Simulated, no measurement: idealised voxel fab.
The following is a process module called voxel gate over fins.
Xsec cut, 285 nm wide, square cell size 5 nm.
A cross-section is written here as square cells arranged in a grid, and it is given in bands from the top down, each band taking up one or more rows of cells.
Band entry format. Leading values: height of top, height of bottom, nm. Remainder: materials in left-to-right order, each with its width in nm. Special words: "throughout" on a single material, which then fills the band edge to edge; "empty", empty space.
The reference from which all heights are counted is 0, the level beneath which the as-received wafer is entirely one material; the lowest band, having no lower bound, proceeds downward and is written after the example "from 0 down".
Note: "30..40" means the width goes from the first number (top row of the band) to the second number (bottom row) in equal steps per row of cells.
Take "stayed the same" at face value: in the step it is given for, the cross-section changed in none of its cells.
Look at "Fully sealed voids" for the closed voids: empty spaces with no open path to the top, sized 8 cells or up. Each is width x height at distance, distance from the left edge, all nm.
Heads up: the bit after the settings on a step's line is the simulator's remark on that step.
The setting "overlay nm" may be written on the line of a step. When the step uses a mask, the value reports how far to the right of the planned place the mask lay, and a negative value reports that it lay to the left.
List of planned process steps:
1. RECEIVE: material Si
2. CONFORMAL_DEP: material SiN, thk nm 5
3. MASKED_ETCH: tone cover, mask id FINS, width nm 15, pitch nm 55, etch materials SiN, depth nm 5, overlay nm 0
4. MASKED_ETCH: tone cover, mask id FINS, width nm 15, pitch nm 55, etch materials Si, depth nm 40, overlay nm 0
5. OXIDIZE: depth nm 5
6. FILL_DEP: material SiO2, thk nm 15
7. CMP: height nm 5
8. MASKED_ETCH: tone open, mask id RAIL, width nm 15, etch materials SiO2, depth nm 40, overlay nm 0
9. CONFORMAL_DEP: material TiN, thk nm 5
10. FILL_DEP: material W, thk nm 5
11. CMP: height nm 5
12. SELECTIVE_ETCH: etch materials W Ru TiN, depth nm 25
13. FILL_DEP: material SiO2, thk nm 5
14. CMP: height nm 5
15. SELECTIVE_ETCH: etch materials SiO2, depth nm 20
16. STRIP: etch materials SiN
17. CONFORMAL_DEP: material HfO2, thk nm 5
18. CONFORMAL_DEP: material TiN, thk nm 5
19. FILL_DEP: material W, thk nm 15
20. CMP: height nm 20
21. CONFORMAL_DEP: material SiCN, thk nm 5
All wafers enter the flow in the same state. The thk nm at step 2 differs from wafer to wafer, and the plan gives the value for the first wafer.
So this is the first of several wafers, cross-sectioned as it came to us, meaning it's at the end of step 1:
* from 0 down | Si throughout
* Fully sealed voids: none
first wafer at the end, after step 21:
* from 25 to 20 | SiCN throughout
* from 20 to 10 | W throughout
* from 10 to 5 | 45 of W  25 of TiN  30 of W  25 of TiN  30 of W  25 of TiN  30 of W  25 of TiN  50 of W
* from 5 to 0 | 45 of W  5 of TiN  15 of HfO2  5 of TiN  30 of W  5 of TiN  15 of HfO2  5 of TiN  30 of W  5 of TiN  15 of HfO2  5 of TiN  30 of W  5 of TiN  15 of HfO2  5 of TiN  50 of W
* from 0 to -5 | 45 of W  5 of TiN  5 of HfO2  5 of Si  5 of HfO2  5 of TiN  30 of W  5 of TiN  5 of HfO2  5 of Si  5 of HfO2  5 of TiN  30 of W  5 of TiN  5 of HfO2  5 of Si  5 of HfO2  5 of TiN  30 of W  5 of TiN  5 of HfO2  5 of Si  5 of HfO2  5 of TiN  50 of W
* from -5 to -10 | 50 of TiN  5 of HfO2  5 of Si  5 of HfO2  40 of TiN  5 of HfO2  5 of Si  5 of HfO2  40 of TiN  5 of HfO2  5 of Si  5 of HfO2  40 of TiN  5 of HfO2  5 of Si  5 of HfO2  55 of TiN
* from -10 to -15 | 55 of HfO2  5 of Si  50 of HfO2  5 of Si  50 of HfO2  5 of Si  50 of HfO2  5 of Si  60 of HfO2
* from -15 to -20 | 55 of SiO2  5 of Si  50 of SiO2  5 of Si  50 of SiO2  5 of Si  50 of SiO2  5 of Si  60 of SiO2
* from -20 to -30 | 55 of SiO2  5 of Si  15 of SiO2  5 of TiN  5 of W  5 of TiN  20 of SiO2  5 of Si  50 of SiO2  5 of Si  50 of SiO2  5 of Si  60 of SiO2
* from -30 to -35 | 55 of SiO2  5 of Si  15 of SiO2  15 of TiN  20 of SiO2  5 of Si  50 of SiO2  5 of Si  50 of SiO2  5 of Si  60 of SiO2
* from -35 to -45 | 55 of SiO2  5 of Si  50 of SiO2  5 of Si  50 of SiO2  5 of Si  50 of SiO2  5 of Si  60 of SiO2
* from -45 down | Si throughout
* Fully sealed voids: none
Last wafer x-sec, end of module:
* from 25 to 20 | SiCN throughout
* from 20 to 10 | W throughout
* from 10 to 5 | TiN throughout
* from 5 to 0 | HfO2 throughout
* from 0 down | Si throughout
* Fully sealed voids: none
For your reference, the table is organized with a row per wafer; each row reflects the wafer at the end of the module, indicating for each material the cells gained (+) or lost (-) since receipt, and thereafter its closed voids:
thk nm 5, +81 HfO2, -477 Si, +57 SiCN, +309 SiO2, +88 TiN, +227 W, Fully sealed voids: none
thk nm 10, +57 HfO2, +57 SiCN, +57 TiN, +114 W, Fully sealed voids: none
thk nm 15, +57 HfO2, +57 SiCN, +57 TiN, +114 W, Fully sealed voids: none
thk nm 20, +57 HfO2, +57 SiCN, +57 TiN, +114 W, Fully sealed voids: none
